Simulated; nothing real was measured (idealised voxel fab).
Title: Process Module voxel self aligned contacts
Cross-sectional view cut (width: 270 nm; square cell size: 5 nm).
A cross-section is a grid of square cells, given in bands from the top down. A band is one or more rows of cells.
A band entry consists of two parts. The first gives the height of the band's top and the height of its bottom, in nm. The rest lists the band's materials from left to right, each with its width in nm. A single material labelled with the word "throughout" fills the band from edge to edge, and the word "air" marks empty space.
Zero point of the height axis is 0; under it, received wafer = one material. Lowest band: continues down indefinitely, "z 0 and below".
With a width like "30..40", each row of cells in the band differs from the next by the same amount, the top row carrying the first number and the bottom row the second.
What does "nothing different" mean for a step? It means no cell of the cross-section changed in that step.
Entry "Closed cavity list" = empty spaces >= 8 cells with no open way to the top; each as width x height at distance, distance from left edge, all nm.
after a step's settings: what the simulator itself notes on the step
overlay nm: where the mask lay relative to plan, measured to the right, on steps with a mask; negatives go left.
## plan
step 1: RECEIVE with material Si
step 2: OXIDIZE with depth nm 5
step 3: DIRECTIONAL_DEP with material polySi, thk nm 30
step 4: DIRECTIONAL_DEP with material SiN, thk nm 20
step 5: DIRECTIONAL_DEP with material aC, thk nm 10
step 6: PATTERN with tone cover, mask id GATE, material resist, width nm 35, pitch nm 70, thk nm 25, overlay nm 0
step 7: DIRECTIONAL_ETCH with etch materials aC, depth nm 10
step 8: STRIP with etch materials resist
step 9: DIRECTIONAL_ETCH with etch materials SiN, depth nm 20
step 10: DIRECTIONAL_ETCH with etch materials polySi, depth nm 30
step 11: STRIP with etch materials aC
step 12: CONFORMAL_DEP with material SiN, thk nm 10
step 13: DIRECTIONAL_ETCH with etch materials SiN, depth nm 10
step 14: FILL_DEP with material SiO2, thk nm 15
step 15: CMP with height nm 60
step 16: PATTERN with tone open, mask id CONTACT, material resist, width nm 45, pitch nm 70, thk nm 15, overlay nm 0
step 17: DIRECTIONAL_ETCH with etch materials SiO2, depth nm 65
step 18: STRIP with etch materials resist
step 19: CONFORMAL_DEP with material TiN, thk nm 5
step 20: FILL_DEP with material Ru, thk nm 5
step 21: CMP with height nm 60
step 22: CONFORMAL_DEP with material SiN, thk nm 5
## Delivered wafer in cross-section: state after step 1
* z 0 and below | Si throughout
* Closed cavity list: none
## Wafer cross-section at end of module: start and plan as shown above, one execution error
* z 65 to 60 | SiN throughout
* z 60 to 50 | SiO2=35, then TiN=60, then Ru=5, then TiN=65, then Ru=5, then TiN=60, then SiO2=40
* z 50 to 30 | SiO2=35, then TiN=10, then SiN=35, then TiN=15, then Ru=5, then TiN=15, then SiN=35, then TiN=15, then Ru=5, then TiN=15, then SiN=35, then TiN=10, then SiO2=40
* z 30 to 15 | SiO2=35, then TiN=10, then polySi=35, then TiN=15, then Ru=5, then TiN=15, then polySi=35, then TiN=15, then Ru=5, then TiN=15, then polySi=35, then TiN=10, then SiO2=40
* z 15 to 10 | SiO2=35, then TiN=10, then polySi=35, then TiN=35, then polySi=35, then TiN=35, then polySi=35, then TiN=10, then SiO2=40
* z 10 to 0 | TiN=45, then polySi=35, then TiN=35, then polySi=35, then TiN=35, then polySi=35, then TiN=50
* z 0 to -5 | SiO2 throughout
* z -5 and below | Si throughout
* Closed cavity list: none
Misprocessing identified: in deviation from the planned setting, step 12 was conducted as CONFORMAL_DEP with material TiN, thk nm 10
